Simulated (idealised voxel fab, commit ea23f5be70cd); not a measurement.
process module | voxel capacitor over wiring
cross-section cut | 275 nm wide | cells 5 nm
A cross-section is a grid of square cells, given in bands from the top down. A band is one or more rows of cells.
Each band's line starts with the height of the band's top and of its bottom, in nm. Then come its materials from left to right, each with its width in nm. One material with "throughout" fills the band from edge to edge. "air" is empty space.
Height 0 is the level under which the wafer as received is all one material. The lowest band goes on downwards, as in "0 down".
A width such as "30 to 40" changes by the same amount from each row of cells to the next, from the band's top row to its bottom row.
"no change" after a step means that no cell of the cross-section changed.
closed voids: empty space of 8 cells or more with no open way to the top, each as width x height at its distance from the left edge, in nm
after a step's settings: what the simulator itself notes on the step
overlay nm, on a step with a mask: how far to the right of its planned place the mask lay; to the left if negative
plan
1 op RECEIVE | material Si
2 op CONFORMAL_DEP | material SiO2 | thk nm 15
3 op DIRECTIONAL_DEP | material TiN | thk nm 5
4 op DIRECTIONAL_DEP | material Ru | thk nm 20
5 op MASKED_ETCH | tone cover | mask id METAL_1 | width nm 20 | pitch nm 90 | etch materials Ru | depth nm 20 | overlay nm 0
6 op MASKED_ETCH | tone cover | mask id METAL_1 | width nm 20 | pitch nm 90 | etch materials TiN | depth nm 5 | overlay nm 0
7 op FILL_DEP | material SiO2 | thk nm 5
8 op CMP | height nm 40
9 op CONFORMAL_DEP | material SiCN | thk nm 5
10 op DIRECTIONAL_DEP | material lowk | thk nm 20
11 op PATTERN | tone open | mask id PLUG_1 | material resist | width nm 15 | thk nm 20 | overlay nm 0
12 op DIRECTIONAL_ETCH | etch materials lowk | depth nm 20
13 op DIRECTIONAL_ETCH | etch materials SiCN | depth nm 5
14 op STRIP | etch materials resist
15 op CONFORMAL_DEP | material TiN | thk nm 5
16 op FILL_DEP | material Cu | thk nm 10
17 op CMP | height nm 65
18 op DIRECTIONAL_DEP | material TiN | thk nm 10
19 op DIRECTIONAL_DEP | material SiN | thk nm 5
20 op DIRECTIONAL_DEP | material TiN | thk nm 5
21 op MASKED_ETCH | tone cover | mask id UPPER_PLATE | width nm 75 | etch materials TiN | depth nm 5 | overlay nm 0
22 op MASKED_ETCH | tone cover | mask id UPPER_PLATE | width nm 75 | etch materials SiN | depth nm 5 | overlay nm 0
23 op MASKED_ETCH | tone cover | mask id LOWER_PLATE | width nm 85 | etch materials TiN | depth nm 10 | overlay nm 0
24 op FILL_DEP | material SiO2 | thk nm 15
25 op CMP | height nm 95
26 op PATTERN | tone open | mask id PLUG_2 | material resist | width nm 15 | thk nm 20 | overlay nm 0
27 op DIRECTIONAL_ETCH | etch materials SiO2 | depth nm 10
28 op STRIP | etch materials resist
29 op CONFORMAL_DEP | material TiN | thk nm 5
30 op FILL_DEP | material W | thk nm 5
31 op CMP | height nm 95
32 op CONFORMAL_DEP | material SiCN | thk nm 5
as received, after step 1
  0 down: Si throughout
  closed voids: none
first wafer at the end, as planned
  100 to 95: SiCN throughout
  95 to 90: SiO2 95 | TiN 5 | W 5 | TiN 5 | SiO2 165
  90 to 80: SiO2 95 to 85 | TiN 15 to 75 | SiO2 165 to 115
  80 to 75: SiO2 85 | SiN 75 | SiO2 115
  75 to 65: SiO2 80 | TiN 85 | SiO2 110
  65 to 45: lowk 85 | TiN 5 | Cu 5 | TiN 5 | lowk 175
  45 to 40: SiCN 85 | TiN 15 | SiCN 175
  40 to 20: SiO2 80 | Ru 20 | SiO2 70 | Ru 20 | SiO2 85
  20 to 15: SiO2 80 | TiN 20 | SiO2 70 | TiN 20 | SiO2 85
  15 to 0: SiO2 throughout
  0 down: Si throughout
  closed voids: none
second wafer at the end: like start, like plan, one mistake
  100 to 95: SiCN throughout
  95 to 90: SiO2 95 | TiN 5 | W 5 | TiN 5 | SiO2 165
  90 to 80: SiO2 95 to 85 | TiN 15 to 75 | SiO2 165 to 115
  80 to 75: SiO2 85 | SiN 75 | SiO2 115
  75 to 65: SiO2 80 | TiN 85 | SiO2 110
  65 to 45: lowk 85 | TiN 5 | Cu 5 | TiN 5 | lowk 175
  45 to 40: SiCN 85 | TiN 15 | SiCN 175
  40 to 25: SiO2 80 | Ru 20 | SiO2 70 | Ru 20 | SiO2 85
  25 to 20: SiO2 80 | TiN 20 | SiO2 70 | TiN 20 | SiO2 85
  20 to 0: SiO2 throughout
  0 down: Si throughout
  closed voids: none
what went wrong: step 2 ran as: op CONFORMAL_DEP | material SiO2 | thk nm 20
at the end the second wafer has, in cells: 8 fewer of Ru | 8 more of SiO2
